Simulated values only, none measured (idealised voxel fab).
Title: Process Module voxel air gaps
The cross-section shown here is cut; it is 155 nm wide and divided into square cells measuring 5 nm on a side.
This document writes a cross-section as a grid whose cells are square, and gives it as bands, listed from the top down; one or more rows of cells form a band.
Heads up on the band format: heights come first, top then bottom, in nm. After that it's the materials left to right, each with its width in nm. A single material flagged "everywhere" fills the whole band edge to edge, and "blank" means there's empty space there.
Heights from 0 (as-received wafer is one material below). Bottom band endless downward, as "0 nm and below".
Think of "30 to 40" as a width that walks from the first number to the second as you go down the band, top row to bottom row, taking equal-sized steps from row to row.
Key: "same as before" - step with no changed cell in the cross-section.
Each empty space that has no open way to the top and spans at least 8 cells appears under "Voids, sealed" as width x height at distance, the distance counted from the left edge, all in nm.
Heads up: the bit after the settings on a step's line is the simulator's remark on that step.
overlay nm: mask right of planned place by this much (step with mask). Neg. = left.

PLAN
1: RECEIVE,material Si
2: CONFORMAL_DEP,material SiO2,thk nm 10
3: CONFORMAL_DEP,material SiCN,thk nm 5
4: DIRECTIONAL_DEP,material lowk,thk nm 30
5: DIRECTIONAL_DEP,material aC,thk nm 10
6: PATTERN,tone open,mask id LINES,material resist,width nm 20,pitch nm 45,thk nm 25,overlay nm 0
7: DIRECTIONAL_ETCH,etch materials aC,depth nm 10
8: STRIP,etch materials resist
9: DIRECTIONAL_ETCH,etch materials lowk,depth nm 30
10: STRIP,etch materials aC
11: CONFORMAL_DEP,material TiN,thk nm 5
12: FILL_DEP,material Cu,thk nm 5
13: CMP,height nm 45
14: EPI,material Ru,thk nm 10
15: SELECTIVE_ETCH,etch materials lowk,depth nm 40
16: CONFORMAL_DEP,material SiCN,thk nm 5

CROSS-SECTIONAL VIEW OF THE WAFER IN ITS AS-RECEIVED CONDITION, CORRESPONDING TO THE STATE AFTER STEP 1
	0 nm and below = Si everywhere
	Voids, sealed: none

THE MODULE WAS RUN FROM THE START SHOWN ABOVE USING THE PLAN SHOWN ABOVE, BUT ONE MISTAKE WAS MADE DOING IT; THE RESULTING WAFER CROSS-SECTION IS BELOW
	50 nm to 40 nm = SiCN everywhere
	40 nm to 10 nm = lowk everywhere
	10 nm to 0 nm = SiO2 everywhere
	0 nm and below = Si everywhere
	Voids, sealed: none
Deviation noted in wafer processing: the run placed steps 3 and 4 each in the position the plan gave to the other
